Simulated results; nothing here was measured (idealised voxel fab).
Process module name: voxel double patterning
We display cut, a cross-section 140 nm in width whose square cells are each 5 nm.
A cross-section in this document is a grid of square cells, and it is written down as bands, the top band listed before the ones below it; a band is made up of one or more rows of cells.
Heights first: top, then bottom, in nm. Then materials, left to right, each with a width in nm. "everywhere" on a single material: fills the band edge to edge. "air": empty space.
Height datum 0, below which the as-received substrate wafer is one material. Lowest band open at the bottom, running downward: "z 0 and below".
The two numbers in a width such as "30->40" mark its ends across the band: the first belongs to the top row of cells, the second to the bottom row, and from each row to the next the width moves by the same amount.
Where the words "remained the same" appear for a step, the cross-section shows no cell changed by that step; every cell remained as before.
"Listed closed voids" means: voids of 8 cells or more that are shut off from the top with no open way through. Written width x height at distance, distance from the left edge, in nm.
On each step's line, the part that comes after the settings is the simulator's own comment on the step.
overlay nm: mask right of planned place by this much (step with mask). Neg. = left.

[Intended process steps]
1: RECEIVE, material Si
2: CONFORMAL_DEP, material SiO2, thk nm 5
3: DIRECTIONAL_DEP, material W, thk nm 15
4: DIRECTIONAL_DEP, material SiN, thk nm 5
5: MASKED_ETCH, tone open, mask id FIRST, width nm 15, pitch nm 50, etch materials SiN, depth nm 5, overlay nm 0
6: MASKED_ETCH, tone open, mask id SECOND, width nm 15, etch materials SiN, depth nm 5, overlay nm 0
7: DIRECTIONAL_ETCH, etch materials W, depth nm 15
8: STRIP, etch materials SiN

[Here's what the wafer looked like in cross-section when it arrived - that's after step 1]
- z 0 and below | Si everywhere
- Listed closed voids: none

[What the wafer looks like in cross-section after this module, when it starts as shown above and follows the plan above but one mistake is made in running it]
- z 20 to 5 | W 35, air 15, W 20, air 30, W 40
- z 5 to 0 | SiO2 everywhere
- z 0 and below | Si everywhere
- Listed closed voids: none
Plan not followed: step 6 ran differently from the plan; actual operation with settings: MASKED_ETCH, tone open, mask id SECOND, width nm 15, etch materials SiN, depth nm 5, overlay nm 10
